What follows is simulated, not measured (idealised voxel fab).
Herein follows the process module entitled voxel wiring stack.
Shown is cross-section cut, with a width of 245 nm and square cells of size 5 nm.
This document writes a cross-section as a grid whose cells are square, and gives it as bands, listed from the top down; one or more rows of cells form a band. Quick guide to a band line: top height, bottom height (nm) up front; then every material left to right with its width in nm. Only one material and it's marked "everywhere"? Then it fills the band edge to edge. And "blank" just means empty space. The reference from which all heights are counted is 0, the level beneath which the as-received wafer is entirely one material; the lowest band, having no lower bound, proceeds downward and is written after the example "0..down". A width given as "30 to 40" starts at the first number in the band's top row and ends at the second number in its bottom row, shifting by an equal amount at every step from row to row. A step reported as "nothing different" is a step in which no cell of the cross-section changed. "Entrapped voids" - sealed voids, min. 8 cells, no opening to top; format: width x height at distance (distance from left edge; nm throughout). after a step's settings: what the simulator itself notes on the step. overlay nm: where the mask lay relative to plan, measured to the right, on steps with a mask; negatives go left.

So here's the lineup of process steps we planned
1: RECEIVE,material Si
2: CONFORMAL_DEP,material SiO2,thk nm 10
3: DIRECTIONAL_DEP,material TiN,thk nm 5
4: DIRECTIONAL_DEP,material Ru,thk nm 15
5: MASKED_ETCH,tone cover,mask id METAL_1,width nm 20,pitch nm 50,etch materials Ru,depth nm 15,overlay nm 0
6: MASKED_ETCH,tone cover,mask id METAL_1,width nm 20,pitch nm 50,etch materials TiN,depth nm 5,overlay nm 0
7: CONFORMAL_DEP,material SiN,thk nm 5
8: FILL_DEP,material SiO2,thk nm 5
9: CMP,height nm 30
10: CONFORMAL_DEP,material SiCN,thk nm 5
11: DIRECTIONAL_DEP,material lowk,thk nm 25
12: DIRECTIONAL_DEP,material aC,thk nm 10
13: PATTERN,tone open,mask id METAL_2_HOLES,material resist,width nm 15,pitch nm 100,thk nm 30,overlay nm 0
14: DIRECTIONAL_ETCH,etch materials aC,depth nm 10
15: STRIP,etch materials resist
16: DIRECTIONAL_ETCH,etch materials lowk,depth nm 25
17: STRIP,etch materials aC
18: PATTERN,tone open,mask id METAL_2,material resist,width nm 20,pitch nm 50,thk nm 15,overlay nm 0
19: DIRECTIONAL_ETCH,etch materials lowk,depth nm 15
20: DIRECTIONAL_ETCH,etch materials SiCN,depth nm 5
21: STRIP,etch materials resist
22: CONFORMAL_DEP,material TiN,thk nm 5
23: FILL_DEP,material Cu,thk nm 10
24: CMP,height nm 60
25: CONFORMAL_DEP,material SiCN,thk nm 5

Received-state cross-section, reflecting completion of step 1
* 0..down: Si everywhere
* Entrapped voids: none

first wafer at the end, as planned
* 65..60: SiCN everywhere
* 60..50: lowk 35  TiN 5  Cu 10  TiN 5  lowk 30  TiN 5  Cu 10  TiN 5  lowk 30  TiN 5  Cu 10  TiN 5  lowk 30  TiN 5  Cu 10  TiN 5  lowk 40
* 50..45: lowk 35  TiN 5  Cu 5  TiN 10  lowk 30  TiN 20  lowk 30  TiN 5  Cu 5  TiN 10  lowk 30  TiN 20  lowk 40
* 45..35: lowk 35  TiN 5  Cu 5  TiN 5  lowk 85  TiN 5  Cu 5  TiN 5  lowk 95
* 35..30: SiCN 35  TiN 15  SiCN 85  TiN 15  SiCN 95
* 30..15: SiO2 30  SiN 5  Ru 20  SiN 5  SiO2 20  SiN 5  Ru 20  SiN 5  SiO2 20  SiN 5  Ru 20  SiN 5  SiO2 20  SiN 5  Ru 20  SiN 5  SiO2 35
* 15..10: SiN 35  TiN 20  SiN 30  TiN 20  SiN 30  TiN 20  SiN 30  TiN 20  SiN 40
* 10..0: SiO2 everywhere
* 0..down: Si everywhere
* Entrapped voids: none

Cross-sectional image of the second wafer of the two following completion of the module. Starting state and process plan were the same as for the first wafer; one execution error occurred
* 65..60: SiCN everywhere
* 60..45: lowk 35  TiN 5  Cu 10  TiN 5  lowk 30  TiN 5  Cu 10  TiN 5  lowk 30  TiN 5  Cu 10  TiN 5  lowk 30  TiN 5  Cu 10  TiN 5  lowk 40
* 45..40: lowk 35  TiN 5  Cu 5  TiN 10  lowk 30  TiN 20  lowk 30  TiN 5  Cu 5  TiN 10  lowk 30  TiN 20  lowk 40
* 40..35: lowk 35  TiN 5  Cu 5  TiN 5  lowk 85  TiN 5  Cu 5  TiN 5  lowk 95
* 35..30: SiCN 35  TiN 15  SiCN 85  TiN 15  SiCN 95
* 30..15: SiO2 30  SiN 5  Ru 20  SiN 5  SiO2 20  SiN 5  Ru 20  SiN 5  SiO2 20  SiN 5  Ru 20  SiN 5  SiO2 20  SiN 5  Ru 20  SiN 5  SiO2 35
* 15..10: SiN 35  TiN 20  SiN 30  TiN 20  SiN 30  TiN 20  SiN 30  TiN 20  SiN 40
* 10..0: SiO2 everywhere
* 0..down: Si everywhere
* Entrapped voids: none
Where did the run depart from the plan? step 19 off recipe, ran as DIRECTIONAL_ETCH,etch materials lowk,depth nm 20
Per the end-of-run cell counts, the second wafer holds more or fewer of some materials than the first: Cu +6, TiN +4, lowk -10
